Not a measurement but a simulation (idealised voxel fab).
process module | voxel wiring stack
cross-section cut | 255 nm wide | cells 5 nm
A cross-section is a grid of square cells, given in bands from the top down. A band is one or more rows of cells.
Each band's line starts with the height of the band's top and of its bottom, in nm. Then come its materials from left to right, each with its width in nm. One material with "throughout" fills the band from edge to edge. "air" is empty space.
Height 0 is the level under which the wafer as received is all one material. The lowest band goes on downwards, as in "0 down".
A width such as "30 to 40" changes by the same amount from each row of cells to the next, from the band's top row to its bottom row.
"no change" after a step means that no cell of the cross-section changed.
closed voids: empty space of 8 cells or more with no open way to the top, each as width x height at its distance from the left edge, in nm
after a step's settings: what the simulator itself notes on the step
overlay nm, on a step with a mask: how far to the right of its planned place the mask lay; to the left if negative
plan
1 op RECEIVE | material Si
2 op CONFORMAL_DEP | material SiO2 | thk nm 15
3 op CONFORMAL_DEP | material SiCN | thk nm 5
4 op DIRECTIONAL_DEP | material lowk | thk nm 15
5 op DIRECTIONAL_DEP | material aC | thk nm 15
6 op PATTERN | tone open | mask id METAL_1 | material resist | width nm 25 | pitch nm 50 | thk nm 30 | overlay nm 0
7 op DIRECTIONAL_ETCH | etch materials aC | depth nm 15
8 op STRIP | etch materials resist
9 op DIRECTIONAL_ETCH | etch materials lowk | depth nm 15
10 op DIRECTIONAL_ETCH | etch materials SiCN | depth nm 5
11 op STRIP | etch materials aC
12 op CONFORMAL_DEP | material TiN | thk nm 5
13 op FILL_DEP | material Cu | thk nm 5
14 op CMP | height nm 35
15 op CONFORMAL_DEP | material SiCN | thk nm 5
16 op DIRECTIONAL_DEP | material lowk | thk nm 15
17 op DIRECTIONAL_DEP | material aC | thk nm 15
18 op PATTERN | tone open | mask id PLUG_1 | material resist | width nm 15 | pitch nm 50 | thk nm 35 | overlay nm 0
19 op DIRECTIONAL_ETCH | etch materials aC | depth nm 15
20 op STRIP | etch materials resist
21 op DIRECTIONAL_ETCH | etch materials lowk | depth nm 15
22 op DIRECTIONAL_ETCH | etch materials SiCN | depth nm 5
23 op STRIP | etch materials aC
24 op EPI | material Ru | thk nm 10
25 op EPI | material Ru | thk nm 10
26 op CONFORMAL_DEP | material SiN | thk nm 5
27 op DIRECTIONAL_DEP | material lowk | thk nm 15
28 op MASKED_ETCH | tone open | mask id METAL_2 | width nm 25 | pitch nm 50 | etch materials lowk | depth nm 15 | overlay nm 0
29 op MASKED_ETCH | tone open | mask id METAL_2 | width nm 25 | pitch nm 50 | etch materials SiN | depth nm 5 | overlay nm 0
30 op CONFORMAL_DEP | material TiN | thk nm 5
31 op FILL_DEP | material W | thk nm 5
32 op CMP | height nm 75
33 op CONFORMAL_DEP | material SiCN | thk nm 5
34 op DIRECTIONAL_DEP | material SiO2 | thk nm 15
35 op PATTERN | tone open | mask id PLUG_2 | material resist | width nm 15 | pitch nm 50 | thk nm 15 | overlay nm 0
36 op DIRECTIONAL_ETCH | etch materials SiO2 | depth nm 15
37 op DIRECTIONAL_ETCH | etch materials SiCN | depth nm 5
38 op STRIP | etch materials resist
39 op EPI | material Ru | thk nm 10
40 op EPI | material Ru | thk nm 10
41 op DIRECTIONAL_DEP | material TiN | thk nm 5
42 op DIRECTIONAL_DEP | material W | thk nm 15
43 op DIRECTIONAL_DEP | material aC | thk nm 10
44 op PATTERN | tone cover | mask id METAL_3 | material resist | width nm 25 | pitch nm 50 | thk nm 25 | overlay nm 0
45 op DIRECTIONAL_ETCH | etch materials aC | depth nm 10
46 op STRIP | etch materials resist
47 op DIRECTIONAL_ETCH | etch materials W | depth nm 15
48 op DIRECTIONAL_ETCH | etch materials TiN | depth nm 5
49 op STRIP | etch materials aC
50 op CONFORMAL_DEP | material SiCN | thk nm 5
51 op FILL_DEP | material SiO2 | thk nm 10
52 op CMP | height nm 115
53 op CONFORMAL_DEP | material SiCN | thk nm 5
as received, after step 1
  0 down: Si throughout
  closed voids: none
a wafer at the end: this start, this plan, one mistake
  120 to 115: SiCN throughout
  115 to 110: SiO2 85 | SiCN 5 | W 25 | SiCN 5 | SiO2 15 | SiCN 5 | W 25 | SiCN 5 | SiO2 85
  110 to 105: SiO2 75 | SiCN 15 | TiN 25 | SiCN 5 | SiO2 5 | SiCN 15 | TiN 25 | SiCN 5 | SiO2 85
  105 to 100: SiO2 75 | SiCN 5 | Ru 35 | SiCN 5 | SiO2 5 | SiCN 5 | Ru 35 | SiCN 5 | SiO2 85
  100 to 95: SiCN 80 | Ru 35 | SiCN 15 | Ru 35 | SiCN 90
  95 to 80: SiO2 90 | Ru 15 | SiO2 35 | Ru 15 | SiO2 100
  80 to 75: SiCN 90 | Ru 15 | SiCN 35 | Ru 15 | SiCN 100
  75 to 60: lowk 90 | TiN 5 | W 15 | TiN 5 | lowk 25 | TiN 5 | W 15 | TiN 5 | lowk 90
  60 to 55: SiN 90 | TiN 25 | SiN 25 | TiN 25 | SiN 90
  55 to 40: lowk 90 | Ru 15 | lowk 35 | Ru 15 | lowk 100
  40 to 35: SiCN 90 | Ru 15 | SiCN 35 | Ru 15 | SiCN 100
  35 to 20: lowk 90 | TiN 5 | Cu 15 | TiN 5 | lowk 25 | TiN 5 | Cu 15 | TiN 5 | lowk 90
  20 to 15: SiCN 90 | TiN 25 | SiCN 25 | TiN 25 | SiCN 90
  15 to 0: SiO2 throughout
  0 down: Si throughout
  closed voids: none
what went wrong: one of the steps 39 and 40, which are alike, was run twice
